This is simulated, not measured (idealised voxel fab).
You're looking at the process module voxel self aligned vias.
We display cut, a cross-section 185 nm in width whose square cells are each 5 nm.
In what follows, cross-sections appear as grids of square cells, described through bands that run from the top down, where every band is one or more rows of cells.
Read a band's entry like this: the first values are the height of its top and the height of its bottom in nm, and what follows is the sequence of materials from left to right, each with its width in nm. Note that "air" is empty space, and that a single material marked "throughout" reaches across the band from edge to edge.
Height is counted from the level 0, under which the received wafer is composed throughout of one material. The lowest of the bands is not closed at the bottom but continues downward, in the notation "0 -> down".
The notation "30 to 40" denotes a width that varies across the rows of cells in the band, beginning at the first number in the top row, finishing at the second number in the bottom row, and changing by an identical amount from each row to the next.
Reading "nothing changed" for a step: not a cell of the cross-section changed in it.
For the entry "Fully enclosed voids", the listed items are empty spaces with no open way to the top whose size is 8 cells or more; each item follows the pattern width x height at distance, where distance is from the left edge and all three are in nm.
Step line, after settings: the simulator's comment on this step.
For masked steps, "overlay nm" on the step line gives how far right of plan the mask actually lay; a minus sign means it lay to the left.
So here's the lineup of process steps we planned:
1. op RECEIVE | material Si
2. op CONFORMAL_DEP | material SiO2 | thk nm 10
3. op CONFORMAL_DEP | material SiCN | thk nm 5
4. op DIRECTIONAL_DEP | material SiO2 | thk nm 25
5. op MASKED_ETCH | tone open | mask id LINES | width nm 20 | pitch nm 70 | etch materials SiO2 | depth nm 25 | overlay nm 0
6. op CONFORMAL_DEP | material TiN | thk nm 5
7. op FILL_DEP | material Ru | thk nm 10
8. op CMP | height nm 40
9. op SELECTIVE_ETCH | etch materials W Ru TiN | depth nm 10
10. op FILL_DEP | material SiN | thk nm 10
11. op CMP | height nm 40
12. op DIRECTIONAL_DEP | material SiO2 | thk nm 15
13. op DIRECTIONAL_DEP | material aC | thk nm 10
14. op PATTERN | tone open | mask id VIAS | material resist | width nm 40 | pitch nm 70 | thk nm 25 | overlay nm 0
15. op DIRECTIONAL_ETCH | etch materials aC | depth nm 10
16. op STRIP | etch materials resist
17. op DIRECTIONAL_ETCH | etch materials SiO2 | depth nm 15
18. op DIRECTIONAL_ETCH | etch materials SiN | depth nm 10
19. op STRIP | etch materials aC
20. op CONFORMAL_DEP | material TiN | thk nm 5
21. op FILL_DEP | material Ru | thk nm 5
22. op CMP | height nm 55
23. op CONFORMAL_DEP | material SiN | thk nm 5
Step 1 complete: cross-section of the wafer as received:
- 0 -> down = Si throughout
- Fully enclosed voids: none
a wafer at the end: this start, this plan, one mistake:
- 60 -> 55 = SiN throughout
- 55 -> 35 = SiO2: 35, TiN: 5, Ru: 30, TiN: 5, SiO2: 30, TiN: 5, Ru: 30, TiN: 5, SiO2: 40
- 35 -> 30 = SiO2: 35, TiN: 40, SiO2: 30, TiN: 40, SiO2: 40
- 30 -> 20 = SiO2: 35 to 45, TiN: 15 to 5, Ru: 10, TiN: 15 to 5, SiO2: 30 to 50, TiN: 15 to 5, Ru: 10, TiN: 15 to 5, SiO2: 40 to 50
- 20 -> 15 = SiO2: 45, TiN: 20, SiO2: 50, TiN: 20, SiO2: 50
- 15 -> 10 = SiCN throughout
- 10 -> 0 = SiO2 throughout
- 0 -> down = Si throughout
- Fully enclosed voids: none
what went wrong: yeah, plan step 17 got run twice
